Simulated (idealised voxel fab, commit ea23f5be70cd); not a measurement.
Title: Process Module voxel wiring stack
Shown is cross-section cut, with a width of 285 nm and square cells of size 5 nm.
A cross-section is a grid of square cells, given in bands from the top down. A band is one or more rows of cells. Each band's line starts with the height of the band's top and of its bottom, in nm. Then come its materials from left to right, each with its width in nm. One material with "everywhere" fills the band from edge to edge. "blank" is empty space. For the purposes of this specification, 0 denotes the height below which the wafer in its as-received condition is composed wholly of one material, and the lowermost band, lacking a lower limit, extends downward without end, as expressed in "0 and below". Per-row width for "30..40": begins at first number (top row of band), ends at second number (bottom row), increment between rows held constant. Step marked "nothing got changed"? Then no cell in the cross-section changed in it. This entry, "closed voids", enumerates those empty regions of no fewer than 8 cells that possess no open connection to the top. Each region is reported in the form width x height at distance, the distance being taken from the left edge, with all three quantities expressed in nm. Where a step's line continues beyond its settings, the continuation is a remark by the simulator itself on that step. The line of a step may include "overlay nm". On a step with a mask, this value is how far to the right of its planned place the mask lay. A negative value means the mask lay to the left.

[These are the steps we planned for the process]
1. RECEIVE with material Si
2. CONFORMAL_DEP with material SiO2, thk nm 15
3. CONFORMAL_DEP with material SiCN, thk nm 5
4. DIRECTIONAL_DEP with material SiO2, thk nm 25
5. PATTERN with tone open, mask id METAL_1, material resist, width nm 25, pitch nm 45, thk nm 20, overlay nm 0
6. DIRECTIONAL_ETCH with etch materials SiO2, depth nm 25
7. DIRECTIONAL_ETCH with etch materials SiCN, depth nm 5
8. STRIP with etch materials resist
9. CONFORMAL_DEP with material TiN, thk nm 5
10. FILL_DEP with material Cu, thk nm 10
11. CMP with height nm 45
12. CONFORMAL_DEP with material SiCN, thk nm 5
13. DIRECTIONAL_DEP with material lowk, thk nm 35
14. PATTERN with tone open, mask id METAL_2, material resist, width nm 25, pitch nm 45, thk nm 15, overlay nm 0
15. DIRECTIONAL_ETCH with etch materials lowk, depth nm 20
16. STRIP with etch materials resist
17. MASKED_ETCH with tone open, mask id METAL_2_HOLES, width nm 15, etch materials lowk, depth nm 15, overlay nm 0
18. MASKED_ETCH with tone open, mask id METAL_2_HOLES, width nm 15, etch materials SiCN, depth nm 5, overlay nm 0
19. CONFORMAL_DEP with material TiN, thk nm 5
20. FILL_DEP with material Ru, thk nm 10
21. CMP with height nm 85
22. CONFORMAL_DEP with material SiN, thk nm 5

[Wafer, first of two, run as planned]

[Cross-section of the incoming wafer, state after step 1]
0 and below = Si everywhere
closed voids: none

[Cross-section of the wafer subsequent to step 2]
15 down to 0 = SiO2 everywhere
No changes below 0.

[Cross-section of the wafer subsequent to step 3]
20 down to 15 = SiCN everywhere
No changes below 15.

[Cross-section of the wafer subsequent to step 4]
45 down to 20 = SiO2 everywhere
No changes below 20.

[Cross-section of the wafer subsequent to step 5]
65 down to 45 = resist (105), then blank (25), then resist (20), then blank (25), then resist (110)
No changes below 45.

[Cross-section of the wafer subsequent to step 6]
65 down to 45 = resist (105), then blank (25), then resist (20), then blank (25), then resist (110)
45 down to 20 = SiO2 (105), then blank (25), then SiO2 (20), then blank (25), then SiO2 (110)
No changes below 20.

[Cross-section of the wafer subsequent to step 7]
65 down to 45 = resist (105), then blank (25), then resist (20), then blank (25), then resist (110)
45 down to 20 = SiO2 (105), then blank (25), then SiO2 (20), then blank (25), then SiO2 (110)
20 down to 15 = SiCN (105), then blank (25), then SiCN (20), then blank (25), then SiCN (110)
No changes below 15.

[Cross-section of the wafer subsequent to step 8]
45 down to 20 = SiO2 (105), then blank (25), then SiO2 (20), then blank (25), then SiO2 (110)
No changes below 20.

[Cross-section of the wafer subsequent to step 9]
50 down to 45 = TiN (110), then blank (15), then TiN (30), then blank (15), then TiN (115)
45 down to 20 = SiO2 (105), then TiN (5), then blank (15), then TiN (5), then SiO2 (20), then TiN (5), then blank (15), then TiN (5), then SiO2 (110)
20 down to 15 = SiCN (105), then TiN (25), then SiCN (20), then TiN (25), then SiCN (110)
No changes below 15.

[Cross-section of the wafer subsequent to step 10]
60 down to 50 = Cu everywhere
50 down to 45 = TiN (110), then Cu (15), then TiN (30), then Cu (15), then TiN (115)
45 down to 20 = SiO2 (105), then TiN (5), then Cu (15), then TiN (5), then SiO2 (20), then TiN (5), then Cu (15), then TiN (5), then SiO2 (110)
No changes below 20.

[Cross-section of the wafer subsequent to step 11]
45 down to 20 = SiO2 (105), then TiN (5), then Cu (15), then TiN (5), then SiO2 (20), then TiN (5), then Cu (15), then TiN (5), then SiO2 (110)
No changes below 20.

[Cross-section of the wafer subsequent to step 12]
50 down to 45 = SiCN everywhere
No changes below 45.

[Cross-section of the wafer subsequent to step 13]
85 down to 50 = lowk everywhere
No changes below 50.

[Cross-section of the wafer subsequent to step 14]
100 down to 85 = resist (105), then blank (25), then resist (20), then blank (25), then resist (110)
No changes below 85.

[Cross-section of the wafer subsequent to step 15]
100 down to 85 = resist (105), then blank (25), then resist (20), then blank (25), then resist (110)
85 down to 65 = lowk (105), then blank (25), then lowk (20), then blank (25), then lowk (110)
No changes below 65.

[Cross-section of the wafer subsequent to step 16]
85 down to 65 = lowk (105), then blank (25), then lowk (20), then blank (25), then lowk (110)
No changes below 65.

[Cross-section of the wafer subsequent to step 17]
85 down to 65 = lowk (105), then blank (25), then lowk (20), then blank (25), then lowk (110)
65 down to 50 = lowk (105), then blank (15), then lowk (165)
No changes below 50.

[Cross-section of the wafer subsequent to step 18]
85 down to 65 = lowk (105), then blank (25), then lowk (20), then blank (25), then lowk (110)
65 down to 50 = lowk (105), then blank (15), then lowk (165)
50 down to 45 = SiCN (105), then blank (15), then SiCN (165)
No changes below 45.

[Cross-section of the wafer subsequent to step 19]
90 down to 85 = TiN (110), then blank (15), then TiN (30), then blank (15), then TiN (115)
85 down to 70 = lowk (105), then TiN (5), then blank (15), then TiN (5), then lowk (20), then TiN (5), then blank (15), then TiN (5), then lowk (110)
70 down to 65 = lowk (105), then TiN (5), then blank (5), then TiN (15), then lowk (20), then TiN (25), then lowk (110)
65 down to 50 = lowk (105), then TiN (5), then blank (5), then TiN (5), then lowk (165)
50 down to 45 = SiCN (105), then TiN (15), then SiCN (165)
No changes below 45.

[Cross-section of the wafer subsequent to step 20]
100 down to 90 = Ru everywhere
90 down to 85 = TiN (110), then Ru (15), then TiN (30), then Ru (15), then TiN (115)
85 down to 70 = lowk (105), then TiN (5), then Ru (15), then TiN (5), then lowk (20), then TiN (5), then Ru (15), then TiN (5), then lowk (110)
70 down to 65 = lowk (105), then TiN (5), then Ru (5), then TiN (15), then lowk (20), then TiN (25), then lowk (110)
65 down to 50 = lowk (105), then TiN (5), then Ru (5), then TiN (5), then lowk (165)
No changes below 50.

[Cross-section of the wafer subsequent to step 21]
85 down to 70 = lowk (105), then TiN (5), then Ru (15), then TiN (5), then lowk (20), then TiN (5), then Ru (15), then TiN (5), then lowk (110)
No changes below 70.

[Cross-section of the wafer subsequent to step 22]
90 down to 85 = SiN everywhere
No changes below 85.

[Wafer two: like wafer one in start and plan, but with one mistake in execution; identical up to and including step 4]

[Cross-section, second wafer, at the end time the plan gives for step 5]
65 down to 45 = blank (105), then resist (25), then blank (20), then resist (25), then blank (110)
No changes below 45.

[Cross-section, second wafer, at the end time the plan gives for step 6]
65 down to 45 = blank (105), then resist (25), then blank (20), then resist (25), then blank (110)
45 down to 20 = blank (105), then SiO2 (25), then blank (20), then SiO2 (25), then blank (110)
No changes below 20.

[Cross-section, second wafer, at the end time the plan gives for step 7]
65 down to 45 = blank (105), then resist (25), then blank (20), then resist (25), then blank (110)
45 down to 20 = blank (105), then SiO2 (25), then blank (20), then SiO2 (25), then blank (110)
20 down to 15 = blank (105), then SiCN (25), then blank (20), then SiCN (25), then blank (110)
No changes below 15.

[Cross-section, second wafer, at the end time the plan gives for step 8]
45 down to 20 = blank (105), then SiO2 (25), then blank (20), then SiO2 (25), then blank (110)
No changes below 20.

[Cross-section, second wafer, at the end time the plan gives for step 9]
50 down to 45 = blank (100), then TiN (35), then blank (10), then TiN (35), then blank (105)
45 down to 20 = blank (100), then TiN (5), then SiO2 (25), then TiN (5), then blank (10), then TiN (5), then SiO2 (25), then TiN (5), then blank (105)
20 down to 15 = TiN (105), then SiCN (25), then TiN (20), then SiCN (25), then TiN (110)
No changes below 15.

[Cross-section, second wafer, at the end time the plan gives for step 10]
60 down to 50 = Cu everywhere
50 down to 45 = Cu (100), then TiN (35), then Cu (10), then TiN (35), then Cu (105)
45 down to 20 = Cu (100), then TiN (5), then SiO2 (25), then TiN (5), then Cu (10), then TiN (5), then SiO2 (25), then TiN (5), then Cu (105)
No changes below 20.

[Cross-section, second wafer, at the end time the plan gives for step 11]
45 down to 20 = Cu (100), then TiN (5), then SiO2 (25), then TiN (5), then Cu (10), then TiN (5), then SiO2 (25), then TiN (5), then Cu (105)
No changes below 20.

[Cross-section, second wafer, at the end time the plan gives for step 12]
50 down to 45 = SiCN everywhere
No changes below 45.

[Cross-section, second wafer, at the end time the plan gives for step 13]
85 down to 50 = lowk everywhere
No changes below 50.

[Cross-section, second wafer, at the end time the plan gives for step 14]
100 down to 85 = resist (105), then blank (25), then resist (20), then blank (25), then resist (110)
No changes below 85.

[Cross-section, second wafer, at the end time the plan gives for step 15]
100 down to 85 = resist (105), then blank (25), then resist (20), then blank (25), then resist (110)
85 down to 65 = lowk (105), then blank (25), then lowk (20), then blank (25), then lowk (110)
No changes below 65.

[Cross-section, second wafer, at the end time the plan gives for step 16]
85 down to 65 = lowk (105), then blank (25), then lowk (20), then blank (25), then lowk (110)
No changes below 65.

[Cross-section, second wafer, at the end time the plan gives for step 17]
85 down to 65 = lowk (105), then blank (25), then lowk (20), then blank (25), then lowk (110)
65 down to 50 = lowk (105), then blank (15), then lowk (165)
No changes below 50.

[Cross-section, second wafer, at the end time the plan gives for step 18]
85 down to 65 = lowk (105), then blank (25), then lowk (20), then blank (25), then lowk (110)
65 down to 50 = lowk (105), then blank (15), then lowk (165)
50 down to 45 = SiCN (105), then blank (15), then SiCN (165)
No changes below 45.

[Cross-section, second wafer, at the end time the plan gives for step 19]
90 down to 85 = TiN (110), then blank (15), then TiN (30), then blank (15), then TiN (115)
85 down to 70 = lowk (105), then TiN (5), then blank (15), then TiN (5), then lowk (20), then TiN (5), then blank (15), then TiN (5), then lowk (110)
70 down to 65 = lowk (105), then TiN (5), then blank (5), then TiN (15), then lowk (20), then TiN (25), then lowk (110)
65 down to 50 = lowk (105), then TiN (5), then blank (5), then TiN (5), then lowk (165)
50 down to 45 = SiCN (105), then TiN (15), then SiCN (165)
No changes below 45.

[Cross-section, second wafer, at the end time the plan gives for step 20]
100 down to 90 = Ru everywhere
90 down to 85 = TiN (110), then Ru (15), then TiN (30), then Ru (15), then TiN (115)
85 down to 70 = lowk (105), then TiN (5), then Ru (15), then TiN (5), then lowk (20), then TiN (5), then Ru (15), then TiN (5), then lowk (110)
70 down to 65 = lowk (105), then TiN (5), then Ru (5), then TiN (15), then lowk (20), then TiN (25), then lowk (110)
65 down to 50 = lowk (105), then TiN (5), then Ru (5), then TiN (5), then lowk (165)
No changes below 50.

[Cross-section, second wafer, at the end time the plan gives for step 21]
85 down to 70 = lowk (105), then TiN (5), then Ru (15), then TiN (5), then lowk (20), then TiN (5), then Ru (15), then TiN (5), then lowk (110)
No changes below 70.

[Cross-section, second wafer, at the end time the plan gives for step 22]
90 down to 85 = SiN everywhere
No changes below 85.
It is concluded that the wafer was processed incorrectly with respect to the plan, in that off-plan run, step 5, actual operation and settings PATTERN with tone cover, mask id METAL_1, material resist, width nm 25, pitch nm 45, thk nm 20, overlay nm 0
Heads up, by the end the second wafer has more or fewer cells of some materials compared to the first: Cu: 185 more; SiCN: 37 fewer; SiO2: 185 fewer; TiN: 37 more
